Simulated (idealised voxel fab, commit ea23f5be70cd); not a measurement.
Presented below is a process module, voxel ribs on slabs.
The cross-section shown here is cut; it is 155 nm wide and divided into square cells measuring 5 nm on a side.
This document writes a cross-section as a grid whose cells are square, and gives it as bands, listed from the top down; one or more rows of cells form a band.
For a band, the entry starts with two heights in nm, that of the top and then that of the bottom, and carries on with the band's materials in order from left to right, each alongside its width in nm; the word "everywhere" beside a single material means it fills the band edge to edge, and "air" means empty space.
Height datum 0, below which the as-received substrate wafer is one material. Lowest band open at the bottom, running downward: "0 -> down".
With a width like "30..40", each row of cells in the band differs from the next by the same amount, the top row carrying the first number and the bottom row the second.
A step reported as "no alteration" is a step in which no cell of the cross-section changed.
Empty spaces without an open route to the top, at least 8 cells in extent, make up the entry "Fully closed voids"; each is given as width x height at distance, where the distance is measured from the left edge, and all are in nm.
Heads up: the bit after the settings on a step's line is the simulator's remark on that step.
You can add "overlay nm" to a step's line. For a step with a mask, it describes how far the mask lay to the right of its planned position, and a negative number describes a lay to the left.

The following list gives the planned process steps:
| 1 | RECEIVE with material Si |
| 2 | DIRECTIONAL_DEP with material SiO2, thk nm 25 |
| 3 | DIRECTIONAL_DEP with material SiN, thk nm 20 |
| 4 | PATTERN with tone cover, mask id RIB, material resist, width nm 20, thk nm 20, overlay nm 0 |
| 5 | DIRECTIONAL_ETCH with etch materials SiN, depth nm 10 |
| 6 | STRIP with etch materials resist |
| 7 | MASKED_ETCH with tone cover, mask id SLAB, width nm 60, etch materials SiN, depth nm 10, overlay nm 0 |
| 8 | FILL_DEP with material SiO2, thk nm 25 |
| 9 | CMP with height nm 60 |
| 10 | DIRECTIONAL_DEP with material TiN, thk nm 5 |
| 11 | MASKED_ETCH with tone cover, mask id HEATER, width nm 30, etch materials TiN, depth nm 5, overlay nm 0 |
| 12 | CONFORMAL_DEP with material SiO2, thk nm 5 |

Cross-section of the incoming wafer, state after step 1:
> 0 -> down  Si everywhere
> Fully closed voids: none

Here's the cross-section of the first of our two wafers at the end of the module - it ran as planned:
> 70 -> 65  air=55  SiO2=40  air=60
> 65 -> 60  SiO2=60  TiN=30  SiO2=65
> 60 -> 45  SiO2 everywhere
> 45 -> 35  SiO2=65  SiN=20  SiO2=70
> 35 -> 25  SiO2=45  SiN=60  SiO2=50
> 25 -> 0  SiO2 everywhere
> 0 -> down  Si everywhere
> Fully closed voids: none

Cross-sectional view of the second of two wafers upon completion of the module. This wafer shared its starting condition and process plan with the first; one error was made during its execution:
> 70 -> 65  air=55  TiN=40  air=60
> 65 -> 60  TiN everywhere
> 60 -> 45  SiO2 everywhere
> 45 -> 35  SiO2=65  SiN=20  SiO2=70
> 35 -> 25  SiO2=45  SiN=60  SiO2=50
> 25 -> 0  SiO2 everywhere
> 0 -> down  Si everywhere
> Fully closed voids: none
Diagnosis: step 12 was not run as planned; what actually ran was CONFORMAL_DEP with material TiN, thk nm 5
Upon completion, the second wafer contains, in terms of cells, a greater or smaller amount of certain materials than the first wafer: SiO2 -33 | TiN +33
